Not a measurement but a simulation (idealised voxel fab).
The document below concerns the process module designated voxel self aligned vias.
The cross-section shown here is cut; it is 215 nm wide and divided into square cells measuring 5 nm on a side.
Bands, listed from the top down, are how a cross-section gets written in this document; the cross-section itself is a grid of square cells, and a band is one or more rows of them.
What a band's entry tells you: where the top is and where the bottom is, as heights in nm, and after that what lies inside, material by material from left to right, each with its width in nm. Empty space is written as the word "air", and a single material marked with the word "full width" occupies the band from edge to edge.
It should be noted that heights are counted from 0, beneath which the wafer as supplied is of one material throughout, and that the lowest band possesses no lower boundary but continues downward, as written in "top 0, no bottom".
Graded width ("30 to 40"): value in top row of band = first number; value in bottom row = second number; row-to-row change constant.
Where the words "remains unaltered" appear for a step, the cross-section shows no cell changed by that step; every cell remained as before.
Closed empty spaces (no open way to the top) of 8 cells or more are what "Closed empty spaces" lists, each as width x height at distance from the left edge, nm for all three.
On a step's line, text after the settings is the simulator commenting on that step.
overlay nm, on a step with a mask: how far to the right of its planned place the mask lay; to the left if negative
Planned step list for the process:
1 RECEIVE, material Si
2 CONFORMAL_DEP, material SiO2, thk nm 10
3 CONFORMAL_DEP, material SiCN, thk nm 5
4 DIRECTIONAL_DEP, material lowk, thk nm 30
5 MASKED_ETCH, tone open, mask id LINES, width nm 25, pitch nm 50, etch materials lowk, depth nm 30, overlay nm 0
6 CONFORMAL_DEP, material TiN, thk nm 5
7 FILL_DEP, material Ru, thk nm 5
8 CMP, height nm 45
9 SELECTIVE_ETCH, etch materials W Ru TiN, depth nm 5
10 FILL_DEP, material SiN, thk nm 10
11 CMP, height nm 45
12 DIRECTIONAL_DEP, material lowk, thk nm 15
13 PATTERN, tone open, mask id VIAS, material resist, width nm 35, thk nm 15, overlay nm 0
14 DIRECTIONAL_ETCH, etch materials lowk, depth nm 15
15 DIRECTIONAL_ETCH, etch materials SiN, depth nm 5
16 STRIP, etch materials resist
17 CONFORMAL_DEP, material TiN, thk nm 5
18 FILL_DEP, material Cu, thk nm 10
19 CMP, height nm 60
20 CONFORMAL_DEP, material SiCN, thk nm 5
The first wafer of two, processed as planned:
Cross-section of the wafer upon arrival, representing the state reached after step 1:
- top 0, no bottom  Si full width
- Closed empty spaces: none
State of the wafer after step 2, shown in cross-section:
- top 10, bottom 0  SiO2 full width
- Beneath the level 0, the cross-section is identical to its previous state.
State of the wafer after step 3, shown in cross-section:
- top 15, bottom 10  SiCN full width
- Beneath the level 10, the cross-section is identical to its previous state.
State of the wafer after step 4, shown in cross-section:
- top 45, bottom 15  lowk full width
- Beneath the level 15, the cross-section is identical to its previous state.
State of the wafer after step 5, shown in cross-section:
- top 45, bottom 15  70 nm lowk, 25 nm air, 25 nm lowk, 25 nm air, 70 nm lowk
- Beneath the level 15, the cross-section is identical to its previous state.
State of the wafer after step 6, shown in cross-section:
- top 50, bottom 45  75 nm TiN, 15 nm air, 35 nm TiN, 15 nm air, 75 nm TiN
- top 45, bottom 20  70 nm lowk, 5 nm TiN, 15 nm air, 5 nm TiN, 25 nm lowk, 5 nm TiN, 15 nm air, 5 nm TiN, 70 nm lowk
- top 20, bottom 15  70 nm lowk, 25 nm TiN, 25 nm lowk, 25 nm TiN, 70 nm lowk
- Beneath the level 15, the cross-section is identical to its previous state.
State of the wafer after step 7, shown in cross-section:
- top 55, bottom 50  Ru full width
- top 50, bottom 45  75 nm TiN, 15 nm Ru, 35 nm TiN, 15 nm Ru, 75 nm TiN
- top 45, bottom 20  70 nm lowk, 5 nm TiN, 15 nm Ru, 5 nm TiN, 25 nm lowk, 5 nm TiN, 15 nm Ru, 5 nm TiN, 70 nm lowk
- Beneath the level 20, the cross-section is identical to its previous state.
State of the wafer after step 8, shown in cross-section:
- top 45, bottom 20  70 nm lowk, 5 nm TiN, 15 nm Ru, 5 nm TiN, 25 nm lowk, 5 nm TiN, 15 nm Ru, 5 nm TiN, 70 nm lowk
- Beneath the level 20, the cross-section is identical to its previous state.
State of the wafer after step 9, shown in cross-section:
- top 45, bottom 40  70 nm lowk, 25 nm air, 25 nm lowk, 25 nm air, 70 nm lowk
- Beneath the level 40, the cross-section is identical to its previous state.
State of the wafer after step 10, shown in cross-section:
- top 55, bottom 45  SiN full width
- top 45, bottom 40  70 nm lowk, 25 nm SiN, 25 nm lowk, 25 nm SiN, 70 nm lowk
- Beneath the level 40, the cross-section is identical to its previous state.
State of the wafer after step 11, shown in cross-section:
- top 45, bottom 40  70 nm lowk, 25 nm SiN, 25 nm lowk, 25 nm SiN, 70 nm lowk
- Beneath the level 40, the cross-section is identical to its previous state.
State of the wafer after step 12, shown in cross-section:
- top 60, bottom 45  lowk full width
- Beneath the level 45, the cross-section is identical to its previous state.
State of the wafer after step 13, shown in cross-section:
- top 75, bottom 60  65 nm resist, 35 nm air, 115 nm resist
- Beneath the level 60, the cross-section is identical to its previous state.
State of the wafer after step 14, shown in cross-section:
- top 75, bottom 60  65 nm resist, 35 nm air, 115 nm resist
- top 60, bottom 45  65 nm lowk, 35 nm air, 115 nm lowk
- Beneath the level 45, the cross-section is identical to its previous state.
State of the wafer after step 15, shown in cross-section:
- top 75, bottom 60  65 nm resist, 35 nm air, 115 nm resist
- top 60, bottom 45  65 nm lowk, 35 nm air, 115 nm lowk
- top 45, bottom 40  70 nm lowk, 25 nm air, 25 nm lowk, 25 nm SiN, 70 nm lowk
- Beneath the level 40, the cross-section is identical to its previous state.
State of the wafer after step 16, shown in cross-section:
- top 60, bottom 45  65 nm lowk, 35 nm air, 115 nm lowk
- Beneath the level 45, the cross-section is identical to its previous state.
State of the wafer after step 17, shown in cross-section:
- top 65, bottom 60  70 nm TiN, 25 nm air, 120 nm TiN
- top 60, bottom 50  65 nm lowk, 5 nm TiN, 25 nm air, 5 nm TiN, 115 nm lowk
- top 50, bottom 45  65 nm lowk, 10 nm TiN, 15 nm air, 10 nm TiN, 115 nm lowk
- top 45, bottom 40  70 nm lowk, 25 nm TiN, 25 nm lowk, 25 nm SiN, 70 nm lowk
- Beneath the level 40, the cross-section is identical to its previous state.
State of the wafer after step 18, shown in cross-section:
- top 75, bottom 65  Cu full width
- top 65, bottom 60  70 nm TiN, 25 nm Cu, 120 nm TiN
- top 60, bottom 50  65 nm lowk, 5 nm TiN, 25 nm Cu, 5 nm TiN, 115 nm lowk
- top 50, bottom 45  65 nm lowk, 10 nm TiN, 15 nm Cu, 10 nm TiN, 115 nm lowk
- Beneath the level 45, the cross-section is identical to its previous state.
State of the wafer after step 19, shown in cross-section:
- top 60, bottom 50  65 nm lowk, 5 nm TiN, 25 nm Cu, 5 nm TiN, 115 nm lowk
- Beneath the level 50, the cross-section is identical to its previous state.
State of the wafer after step 20, shown in cross-section:
- top 65, bottom 60  SiCN full width
- Beneath the level 60, the cross-section is identical to its previous state.
Companion wafer, the second of two: same beginning, same intended sequence, one mistake in carrying it out; through step 4 inclusive it tracks the first exactly:
Second wafer, cut view, end of step 5 per plan:
- top 45, bottom 15  75 nm lowk, 20 nm air, 30 nm lowk, 20 nm air, 70 nm lowk
- Beneath the level 15, the cross-section is identical to its previous state.
Second wafer, cut view, end of step 6 per plan:
- top 50, bottom 45  80 nm TiN, 10 nm air, 40 nm TiN, 10 nm air, 75 nm TiN
- top 45, bottom 20  75 nm lowk, 5 nm TiN, 10 nm air, 5 nm TiN, 30 nm lowk, 5 nm TiN, 10 nm air, 5 nm TiN, 70 nm lowk
- top 20, bottom 15  75 nm lowk, 20 nm TiN, 30 nm lowk, 20 nm TiN, 70 nm lowk
- Beneath the level 15, the cross-section is identical to its previous state.
Second wafer, cut view, end of step 7 per plan:
- top 55, bottom 50  Ru full width
- top 50, bottom 45  80 nm TiN, 10 nm Ru, 40 nm TiN, 10 nm Ru, 75 nm TiN
- top 45, bottom 20  75 nm lowk, 5 nm TiN, 10 nm Ru, 5 nm TiN, 30 nm lowk, 5 nm TiN, 10 nm Ru, 5 nm TiN, 70 nm lowk
- Beneath the level 20, the cross-section is identical to its previous state.
Second wafer, cut view, end of step 8 per plan:
- top 45, bottom 20  75 nm lowk, 5 nm TiN, 10 nm Ru, 5 nm TiN, 30 nm lowk, 5 nm TiN, 10 nm Ru, 5 nm TiN, 70 nm lowk
- Beneath the level 20, the cross-section is identical to its previous state.
Second wafer, cut view, end of step 9 per plan:
- top 45, bottom 40  75 nm lowk, 20 nm air, 30 nm lowk, 20 nm air, 70 nm lowk
- Beneath the level 40, the cross-section is identical to its previous state.
Second wafer, cut view, end of step 10 per plan:
- top 55, bottom 45  SiN full width
- top 45, bottom 40  75 nm lowk, 20 nm SiN, 30 nm lowk, 20 nm SiN, 70 nm lowk
- Beneath the level 40, the cross-section is identical to its previous state.
Second wafer, cut view, end of step 11 per plan:
- top 45, bottom 40  75 nm lowk, 20 nm SiN, 30 nm lowk, 20 nm SiN, 70 nm lowk
- Beneath the level 40, the cross-section is identical to its previous state.
Second wafer, cut view, end of step 12 per plan:
- top 60, bottom 45  lowk full width
- Beneath the level 45, the cross-section is identical to its previous state.
Second wafer, cut view, end of step 13 per plan:
- top 75, bottom 60  65 nm resist, 35 nm air, 115 nm resist
- Beneath the level 60, the cross-section is identical to its previous state.
Second wafer, cut view, end of step 14 per plan:
- top 75, bottom 60  65 nm resist, 35 nm air, 115 nm resist
- top 60, bottom 45  65 nm lowk, 35 nm air, 115 nm lowk
- Beneath the level 45, the cross-section is identical to its previous state.
Second wafer, cut view, end of step 15 per plan:
- top 75, bottom 60  65 nm resist, 35 nm air, 115 nm resist
- top 60, bottom 45  65 nm lowk, 35 nm air, 115 nm lowk
- top 45, bottom 40  75 nm lowk, 20 nm air, 30 nm lowk, 20 nm SiN, 70 nm lowk
- Beneath the level 40, the cross-section is identical to its previous state.
Second wafer, cut view, end of step 16 per plan:
- top 60, bottom 45  65 nm lowk, 35 nm air, 115 nm lowk
- Beneath the level 45, the cross-section is identical to its previous state.
Second wafer, cut view, end of step 17 per plan:
- top 65, bottom 60  70 nm TiN, 25 nm air, 120 nm TiN
- top 60, bottom 50  65 nm lowk, 5 nm TiN, 25 nm air, 5 nm TiN, 115 nm lowk
- top 50, bottom 45  65 nm lowk, 15 nm TiN, 10 nm air, 10 nm TiN, 115 nm lowk
- top 45, bottom 40  75 nm lowk, 20 nm TiN, 30 nm lowk, 20 nm SiN, 70 nm lowk
- Beneath the level 40, the cross-section is identical to its previous state.
Second wafer, cut view, end of step 18 per plan:
- top 75, bottom 65  Cu full width
- top 65, bottom 60  70 nm TiN, 25 nm Cu, 120 nm TiN
- top 60, bottom 50  65 nm lowk, 5 nm TiN, 25 nm Cu, 5 nm TiN, 115 nm lowk
- top 50, bottom 45  65 nm lowk, 15 nm TiN, 10 nm Cu, 10 nm TiN, 115 nm lowk
- Beneath the level 45, the cross-section is identical to its previous state.
Second wafer, cut view, end of step 19 per plan:
- top 60, bottom 50  65 nm lowk, 5 nm TiN, 25 nm Cu, 5 nm TiN, 115 nm lowk
- Beneath the level 50, the cross-section is identical to its previous state.
Second wafer, cut view, end of step 20 per plan:
- top 65, bottom 60  SiCN full width
- Beneath the level 60, the cross-section is identical to its previous state.
Deviation from plan: step 5 ran as: MASKED_ETCH, tone open, mask id LINES, width nm 20, pitch nm 50, etch materials lowk, depth nm 30, overlay nm 0
Final wafer comparison in cells, second versus first, more or fewer per material: Cu -1, Ru -8, SiN -1, TiN -2, lowk +12
